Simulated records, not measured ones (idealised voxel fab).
The name of this process module is voxel self aligned contacts.
FYI the section here is cut, 255 nm wide, cells are 5 nm squares.
A cross-section is a grid of square cells, given in bands from the top down. A band is one or more rows of cells.
Within each band entry, the heights of the top and of the bottom of the band appear first, in that order and in nm; the materials of the band then follow from left to right, each with its corresponding width in nm. The designation "everywhere" on a single material indicates that it fills the band from edge to edge; the designation "air" indicates empty space.
Measure heights from 0. That's the level where, below it, the as-received wafer is all one material. The lowest band is bottomless and extends downward; write it as in "0 down".
A width such as "30 to 40" changes by the same amount from each row of cells to the next, from the band's top row to its bottom row.
"all unchanged" (step): cross-section cells unchanged, all of them.
The entry "Unvented cavities" lists the empty spaces that cover at least 8 cells and have no open path to the top. Each is written as width x height at distance, where the distance is measured from the left edge and all three values are in nm.
If you see something after the settings on a step's line, that's the simulator's own remark about that step.
overlay nm: where the mask lay relative to plan, measured to the right, on steps with a mask; negatives go left.
# Below is the list of planned process steps
| 1 | RECEIVE [material Si] |
| 2 | CONFORMAL_DEP [material SiO2] [thk nm 5] |
| 3 | DIRECTIONAL_DEP [material polySi] [thk nm 30] |
| 4 | DIRECTIONAL_DEP [material SiN] [thk nm 25] |
| 5 | DIRECTIONAL_DEP [material aC] [thk nm 15] |
| 6 | PATTERN [tone cover] [mask id GATE] [material resist] [width nm 35] [pitch nm 75] [thk nm 35] [overlay nm 0] |
| 7 | DIRECTIONAL_ETCH [etch materials aC] [depth nm 15] |
| 8 | STRIP [etch materials resist] |
| 9 | DIRECTIONAL_ETCH [etch materials SiN] [depth nm 25] |
| 10 | DIRECTIONAL_ETCH [etch materials polySi] [depth nm 30] |
| 11 | STRIP [etch materials aC] |
| 12 | CONFORMAL_DEP [material SiN] [thk nm 10] |
| 13 | DIRECTIONAL_ETCH [etch materials SiN] [depth nm 10] |
| 14 | FILL_DEP [material SiO2] [thk nm 15] |
| 15 | CMP [height nm 70] |
| 16 | MASKED_ETCH [tone open] [mask id CONTACT] [width nm 60] [etch materials SiO2] [depth nm 70] [overlay nm 0] |
| 17 | CONFORMAL_DEP [material TiN] [thk nm 5] |
| 18 | FILL_DEP [material W] [thk nm 10] |
| 19 | CMP [height nm 70] |
| 20 | CONFORMAL_DEP [material SiN] [thk nm 5] |
# Cross-section of the wafer at receipt, which is the condition after step 1
    0 down  Si everywhere
    Unvented cavities: none
# The first of two wafers, cross-sectioned at the end of the module, with the run proceeding as planned
    75 to 70  SiN everywhere
    70 to 60  SiO2 (95); TiN (5 to 25); W (50 to 10); TiN (5 to 25); SiO2 (100)
    60 to 35  SiO2 (60); SiN (55); TiN (5); W (10); TiN (5); SiN (55); SiO2 (65)
    35 to 5  SiO2 (60); SiN (10); polySi (35); SiN (10); TiN (5); W (10); TiN (5); SiN (10); polySi (35); SiN (10); SiO2 (65)
    5 to 0  SiO2 (115); TiN (20); SiO2 (120)
    0 down  Si everywhere
    Unvented cavities: none
# What the second wafer looks like in cross-section once the module is done. Its start and its plan matched the first wafer's exactly; what differed was one mistake in how it was run
    75 to 70  SiN everywhere
    70 to 60  SiO2 (95); TiN (5 to 35); W (50 to 10); TiN (5 to 15); SiO2 (100)
    60 to 35  SiO2 (70); SiN (55); TiN (5); W (10); TiN (5); SiN (55); SiO2 (55)
    35 to 5  SiO2 (70); SiN (10); polySi (35); SiN (10); TiN (5); W (10); TiN (5); SiN (10); polySi (35); SiN (10); SiO2 (55)
    5 to 0  SiO2 (125); TiN (20); SiO2 (110)
    0 down  Si everywhere
    Unvented cavities: none
Deviation noted in wafer processing: it should be noted that step 6 was executed with settings other than those planned, the operation and settings actually applied being PATTERN [tone cover] [mask id GATE] [material resist] [width nm 35] [pitch nm 75] [thk nm 35] [overlay nm 10]
By the end, you'd get the same cell count for each material on either wafer, but the second wafer puts them somewhere else.
